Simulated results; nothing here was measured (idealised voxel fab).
This is a process module. Its name is voxel released beams.
Section shown: cut. Width: 190 nm. Cell size: 5 nm, square.
Each cross-section below is a grid of square cells, stated as bands in top-down order, with one or more rows of cells making up each band.
Each band's line starts with the height of the band's top and of its bottom, in nm. Then come its materials from left to right, each with its width in nm. One material with "throughout" fills the band from edge to edge. "blank" is empty space.
Zero point of the height axis is 0; under it, received wafer = one material. Lowest band: continues down indefinitely, "0 -> down".
The expression "30..40" gives the width at the extremes of the band, the first number at its top row of cells and the second at its bottom row, with the width changing by equal amounts from each row to the next in between.
"no change occurred", as given for a step, is the statement that not any cell of the cross-section underwent a change during that step.
The list in "Enclosed void entries" covers empty spaces of 8 cells or more that cannot reach the top through any open way, and it gives each as width x height at distance; the distance is from the left edge, and width, height and distance are in nm.
That trailing text on a step's line, after the settings, is the simulator's own remark on the step.
overlay nm: how far to the right of its planned place the mask lay on this masked step (negative: to the left).
[The following list gives the planned process steps]
1) RECEIVE | material Si
2) CONFORMAL_DEP | material Al2O3 | thk nm 5
3) DIRECTIONAL_DEP | material SiO2 | thk nm 20
4) MASKED_ETCH | tone open | mask id ANCHOR | width nm 35 | etch materials SiO2 | depth nm 20 | overlay nm 0
5) CONFORMAL_DEP | material W | thk nm 15
6) MASKED_ETCH | tone cover | mask id BEAM | width nm 90 | etch materials W | depth nm 15 | overlay nm 0
7) STRIP | etch materials SiO2
[Here's what the wafer looked like in cross-section when it arrived - that's after step 1]
0 -> down = Si throughout
Enclosed void entries: none
[Module complete - cross-section of the first of two wafers, run according to plan]
40 -> 25 = blank 45 | W 20 | blank 5 | W 65 | blank 55
25 -> 20 = blank 50 | W 15 | blank 5 | W 15 | blank 105
20 -> 5 = blank 50 | W 35 | blank 105
5 -> 0 = Al2O3 throughout
0 -> down = Si throughout
Enclosed void entries: none
[second wafer at the end: like start, like plan, one mistake]
40 -> 25 = blank 45 | W 90 | blank 55
25 -> 20 = Al2O3 throughout
20 -> 0 = SiO2 throughout
0 -> down = Si throughout
Enclosed void entries: none
So what did we get wrong on this run? step 2 ran in the slot meant for step 3, and vice versa
Per the end-of-run cell counts, the second wafer holds more or fewer of some materials than the first: SiO2: 152 more | W: 24 fewer
